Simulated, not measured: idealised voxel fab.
Name of the process module below: voxel lift off
225 nm wide, 5 nm square cells: that's cross-section cut.
Each cross-section below is a grid of square cells, stated as bands in top-down order, with one or more rows of cells making up each band.
Band entry format. Leading values: height of top, height of bottom, nm. Remainder: materials in left-to-right order, each with its width in nm. Special words: "everywhere" on a single material, which then fills the band edge to edge; "blank", empty space.
Measure heights from 0. That's the level where, below it, the as-received wafer is all one material. The lowest band is bottomless and extends downward; write it as in "0..down".
Per-row width for "30->40": begins at first number (top row of band), ends at second number (bottom row), increment between rows held constant.
You'll sometimes find "nothing was modified" written for a step, and that's the way of saying that nowhere in the cross-section did a cell change during that step.
Each empty space that has no open way to the top and spans at least 8 cells appears under "Unvented internal voids" as width x height at distance, the distance counted from the left edge, all in nm.
after a step's settings: what the simulator itself notes on the step
Regarding "overlay nm": on a step with a mask, it is the distance the mask lay to the right of its planned place; a negative value places it to the left.

# These are the steps we planned for the process
- 1: RECEIVE,material Si
- 2: CONFORMAL_DEP,material SiO2,thk nm 10
- 3: PATTERN,tone open,mask id LINES,material resist,width nm 20,pitch nm 50,thk nm 20,overlay nm 0
- 4: DIRECTIONAL_DEP,material Ru,thk nm 5
- 5: STRIP,etch materials resist
- 6: CONFORMAL_DEP,material SiO2,thk nm 5

# What follows covers the first of two wafers; it ran as planned

# This is the cross-section of the wafer as we received it, i.e. after step 1
	0..down | Si everywhere
	Unvented internal voids: none

# after step 2
	10..0 | SiO2 everywhere
	For the remainder of the cross-section, below 0, there is no change.

# after step 3
	30..10 | resist 75 nm, blank 20 nm, resist 30 nm, blank 20 nm, resist 80 nm
	For the remainder of the cross-section, below 10, there is no change.

# after step 4
	35..30 | Ru 75 nm, blank 20 nm, Ru 30 nm, blank 20 nm, Ru 80 nm
	30..15 | resist 75 nm, blank 20 nm, resist 30 nm, blank 20 nm, resist 80 nm
	15..10 | resist 75 nm, Ru 20 nm, resist 30 nm, Ru 20 nm, resist 80 nm
	For the remainder of the cross-section, below 10, there is no change.

# after step 5
	15..10 | blank 75 nm, Ru 20 nm, blank 30 nm, Ru 20 nm, blank 80 nm
	For the remainder of the cross-section, below 10, there is no change.

# after step 6
	20..15 | blank 70 nm, SiO2 30 nm, blank 20 nm, SiO2 30 nm, blank 75 nm
	15..10 | SiO2 75 nm, Ru 20 nm, SiO2 30 nm, Ru 20 nm, SiO2 80 nm
	For the remainder of the cross-section, below 10, there is no change.

# The remaining wafer, second of the two, started like the first and was run to the same plan, except that one mistake was made along the way; the two coincide through step 2, inclusive

# when step 3 should have ended
	30..10 | blank 75 nm, resist 20 nm, blank 30 nm, resist 20 nm, blank 80 nm
	For the remainder of the cross-section, below 10, there is no change.

# when step 4 should have ended
	35..30 | blank 75 nm, Ru 20 nm, blank 30 nm, Ru 20 nm, blank 80 nm
	30..15 | blank 75 nm, resist 20 nm, blank 30 nm, resist 20 nm, blank 80 nm
	15..10 | Ru 75 nm, resist 20 nm, Ru 30 nm, resist 20 nm, Ru 80 nm
	For the remainder of the cross-section, below 10, there is no change.

# when step 5 should have ended
	15..10 | Ru 75 nm, blank 20 nm, Ru 30 nm, blank 20 nm, Ru 80 nm
	For the remainder of the cross-section, below 10, there is no change.

# when step 6 should have ended
	20..15 | SiO2 80 nm, blank 10 nm, SiO2 40 nm, blank 10 nm, SiO2 85 nm
	15..10 | Ru 75 nm, SiO2 20 nm, Ru 30 nm, SiO2 20 nm, Ru 80 nm
	For the remainder of the cross-section, below 10, there is no change.
What was the processing mistake? step 3 was not run as planned; what actually ran was PATTERN,tone cover,mask id LINES,material resist,width nm 20,pitch nm 50,thk nm 20,overlay nm 0
Final cells, second wafer relative to first, materials higher or lower: 29 more of Ru
